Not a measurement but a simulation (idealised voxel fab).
The name of this process module is voxel transistor to metal.
Square cells of 5 nm make up the cross-section cut, whose width is 190 nm.
Format of a cross-section: grid, square cells. Given as bands. Order: top down. Band: one or more rows of cells.
This entry defines a band. It first specifies the height of the band's top and the height of its bottom in nm, and then specifies the band's materials from left to right, stating each material with its width in nm. The word "full width" identifies a single material that fills the band from edge to edge, while the word "air" identifies empty space.
Convention: height 0 is the level below which the wafer, as received, is all one material. The lowest band does not terminate at the bottom but continues downward, represented as "0 -> down".
So if you see something like "30->40" for the width, read it as the top row of the band sitting at the first number and the bottom row at the second, with every row in between moving by the same amount as the last.
Reading "same as before" for a step: not a cell of the cross-section changed in it.
"Sealed-off cavities" means: voids of 8 cells or more that are shut off from the top with no open way through. Written width x height at distance, distance from the left edge, in nm.
It should be noted that, on the line of a given step, the content following the step's settings is a remark produced by the simulator itself with respect to that step.
"overlay nm", when on a step's line for a step with a mask, measures how far to the right of its planned place the mask lay; a negative measure means to the left.
Process steps (planned)
1,RECEIVE with material Si
2,OXIDIZE with depth nm 5
3,CONFORMAL_DEP with material SiN, thk nm 15
4,PATTERN with tone cover, mask id ACTIVE, material resist, width nm 115, thk nm 15, overlay nm 0
5,DIRECTIONAL_ETCH with etch materials SiN, depth nm 15
6,DIRECTIONAL_ETCH with etch materials SiO2, depth nm 5
7,DIRECTIONAL_ETCH with etch materials Si, depth nm 30
8,STRIP with etch materials resist
9,FILL_DEP with material SiO2, thk nm 15
10,CMP with height nm 15
11,SELECTIVE_ETCH with etch materials SiO2, depth nm 15
12,STRIP with etch materials SiN
13,SELECTIVE_ETCH with etch materials SiO2, depth nm 5
14,OXIDIZE with depth nm 5
15,DIRECTIONAL_DEP with material polySi, thk nm 25
16,DIRECTIONAL_DEP with material SiCN, thk nm 10
17,DIRECTIONAL_DEP with material aC, thk nm 10
18,PATTERN with tone cover, mask id GATE, material resist, width nm 25, thk nm 30, overlay nm 0
19,DIRECTIONAL_ETCH with etch materials aC, depth nm 10
20,STRIP with etch materials resist
21,DIRECTIONAL_ETCH with etch materials SiCN, depth nm 20
22,DIRECTIONAL_ETCH with etch materials polySi, depth nm 35
23,STRIP with etch materials aC
24,CONFORMAL_DEP with material SiO2, thk nm 5
25,DIRECTIONAL_ETCH with etch materials SiO2, depth nm 5
26,CONFORMAL_DEP with material SiN, thk nm 5
27,DIRECTIONAL_ETCH with etch materials SiN, depth nm 5
28,DIRECTIONAL_ETCH with etch materials SiO2, depth nm 5
29,DIRECTIONAL_ETCH with etch materials Si, depth nm 10
30,EPI with material SiGe, thk nm 10
31,FILL_DEP with material SiO2, thk nm 5
32,CMP with height nm 30
33,DIRECTIONAL_DEP with material SiO2, thk nm 15
34,DIRECTIONAL_DEP with material aC, thk nm 15
35,PATTERN with tone open, mask id CONTACT, material resist, width nm 30, pitch nm 65, thk nm 30, overlay nm 0
36,DIRECTIONAL_ETCH with etch materials aC, depth nm 15
37,STRIP with etch materials resist
38,DIRECTIONAL_ETCH with etch materials SiO2, depth nm 55
39,STRIP with etch materials aC
40,CONFORMAL_DEP with material TiN, thk nm 5
41,FILL_DEP with material Ru, thk nm 5
42,CMP with height nm 45
43,DIRECTIONAL_DEP with material TiN, thk nm 5
44,DIRECTIONAL_DEP with material Ru, thk nm 25
45,PATTERN with tone cover, mask id METAL_1, material resist, width nm 20, pitch nm 75, thk nm 15, overlay nm 0
46,DIRECTIONAL_ETCH with etch materials Ru, depth nm 25
47,DIRECTIONAL_ETCH with etch materials TiN, depth nm 5
48,STRIP with etch materials resist
49,FILL_DEP with material lowk, thk nm 10
50,CMP with height nm 75
51,CONFORMAL_DEP with material SiCN, thk nm 5
52,DIRECTIONAL_DEP with material SiO2, thk nm 25
53,PATTERN with tone open, mask id METAL_2, material resist, width nm 20, pitch nm 75, thk nm 20, overlay nm 0
54,DIRECTIONAL_ETCH with etch materials SiO2, depth nm 15
55,STRIP with etch materials resist
56,DIRECTIONAL_DEP with material aC, thk nm 15
57,PATTERN with tone open, mask id METAL_2_HOLES, material resist, width nm 15, pitch nm 75, thk nm 35, overlay nm 0
58,DIRECTIONAL_ETCH with etch materials aC, depth nm 15
59,STRIP with etch materials resist
60,DIRECTIONAL_ETCH with etch materials SiO2, depth nm 10
61,DIRECTIONAL_ETCH with etch materials SiCN, depth nm 5
62,STRIP with etch materials aC
63,CONFORMAL_DEP with material TiN, thk nm 5
64,FILL_DEP with material Cu, thk nm 5
65,CMP with height nm 105
66,CONFORMAL_DEP with material SiCN, thk nm 5
Cross-section of the wafer at receipt, which is the condition after step 1
  0 -> down: Si full width
  Sealed-off cavities: none
Looking at the first of two wafers in cross-section at end of module - ran to plan
  110 -> 105: SiCN full width
  105 -> 95: SiO2: 45; TiN: 5; Cu: 10; TiN: 5; SiO2: 55; TiN: 5; Cu: 10; TiN: 5; SiO2: 50
  95 -> 90: SiO2: 45; TiN: 5; Cu: 5; TiN: 10; SiO2: 55; TiN: 5; Cu: 5; TiN: 10; SiO2: 50
  90 -> 80: SiO2: 45; TiN: 5; Cu: 5; TiN: 5; SiO2: 60; TiN: 5; Cu: 5; TiN: 5; SiO2: 55
  80 -> 75: SiCN: 45; TiN: 15; SiCN: 60; TiN: 15; SiCN: 55
  75 -> 50: lowk: 45; Ru: 20; lowk: 55; Ru: 20; lowk: 50
  50 -> 45: lowk: 45; TiN: 20; lowk: 55; TiN: 20; lowk: 50
  45 -> 35: SiO2: 45; TiN: 5; Ru: 20; TiN: 5; SiO2: 35; TiN: 5; Ru: 20; TiN: 5; SiO2: 50
  35 -> 30: SiO2: 45; TiN: 5; Ru: 15; TiN: 10; SiO2: 35; TiN: 10; Ru: 15; TiN: 5; SiO2: 50
  30 -> 20: SiO2: 45; TiN: 5; Ru: 15; TiN: 5; SiN: 5; SiO2: 5; SiCN: 25; SiO2: 5; SiN: 5; TiN: 5; Ru: 15; TiN: 5; SiO2: 50
  20 -> 5: SiO2: 45; TiN: 5; Ru: 15; TiN: 5; SiN: 5; SiO2: 5; polySi: 25; SiO2: 5; SiN: 5; TiN: 5; Ru: 15; TiN: 5; SiO2: 50
  5 -> 0: SiO2: 45; TiN: 5; Ru: 5; TiN: 15; SiN: 5; SiO2: 5; polySi: 25; SiO2: 5; SiN: 5; TiN: 15; Ru: 5; TiN: 5; SiO2: 50
  0 -> -5: SiO2: 45; TiN: 5; Ru: 5; TiN: 5; SiGe: 10; SiN: 5; SiO2: 5; polySi: 25; SiO2: 5; SiN: 5; SiGe: 10; TiN: 5; Ru: 5; TiN: 5; SiO2: 50
  -5 -> -10: SiO2: 45; TiN: 15; SiGe: 10; SiO2: 45; SiGe: 10; TiN: 15; SiO2: 50
  -10 -> -20: SiO2: 35; SiGe: 35; Si: 45; SiGe: 35; SiO2: 40
  -20 -> -35: SiO2: 35; Si: 115; SiO2: 40
  -35 -> down: Si full width
  Sealed-off cavities: none
Here is the second of the two wafers cut open at the end of the module - same start, same plan as the first one, but we made one mistake running it
  110 -> 105: SiCN full width
  105 -> 95: SiO2: 45; TiN: 5; Cu: 10; TiN: 5; SiO2: 55; TiN: 5; Cu: 10; TiN: 5; SiO2: 50
  95 -> 90: SiO2: 45; TiN: 5; Cu: 5; TiN: 10; SiO2: 55; TiN: 5; Cu: 5; TiN: 10; SiO2: 50
  90 -> 80: SiO2: 45; TiN: 5; Cu: 5; TiN: 5; SiO2: 60; TiN: 5; Cu: 5; TiN: 5; SiO2: 55
  80 -> 75: SiCN: 45; TiN: 15; SiCN: 60; TiN: 15; SiCN: 55
  75 -> 50: lowk: 45; Ru: 20; lowk: 55; Ru: 20; lowk: 50
  50 -> 45: lowk: 45; TiN: 20; lowk: 55; TiN: 20; lowk: 50
  45 -> 30: SiO2: 45; TiN: 5; Ru: 20; TiN: 5; SiO2: 35; TiN: 5; Ru: 20; TiN: 5; SiO2: 50
  30 -> 20: SiO2: 45; TiN: 5; Ru: 20; TiN: 5; SiO2: 5; SiCN: 25; SiO2: 5; TiN: 5; Ru: 20; TiN: 5; SiO2: 50
  20 -> 5: SiO2: 45; TiN: 5; Ru: 20; TiN: 5; SiO2: 5; polySi: 25; SiO2: 5; TiN: 5; Ru: 20; TiN: 5; SiO2: 50
  5 -> 0: SiO2: 45; TiN: 5; Ru: 10; TiN: 15; SiO2: 5; polySi: 25; SiO2: 5; TiN: 15; Ru: 10; TiN: 5; SiO2: 50
  0 -> -5: SiO2: 45; TiN: 5; Ru: 10; TiN: 5; SiGe: 10; SiO2: 5; polySi: 25; SiO2: 5; SiGe: 10; TiN: 5; Ru: 10; TiN: 5; SiO2: 50
  -5 -> -10: SiO2: 45; TiN: 20; SiGe: 10; SiO2: 35; SiGe: 10; TiN: 20; SiO2: 50
  -10 -> -20: SiO2: 35; SiGe: 40; Si: 35; SiGe: 40; SiO2: 40
  -20 -> -35: SiO2: 35; Si: 115; SiO2: 40
  -35 -> down: Si full width
  Sealed-off cavities: none
It is concluded that the wafer was processed incorrectly with respect to the plan, in that step 26 was left out
Heads up, by the end the second wafer has more or fewer cells of some materials compared to the first: Ru: 16 more, Si: 4 fewer, SiGe: 4 more, SiN: 14 fewer, SiO2: 2 fewer
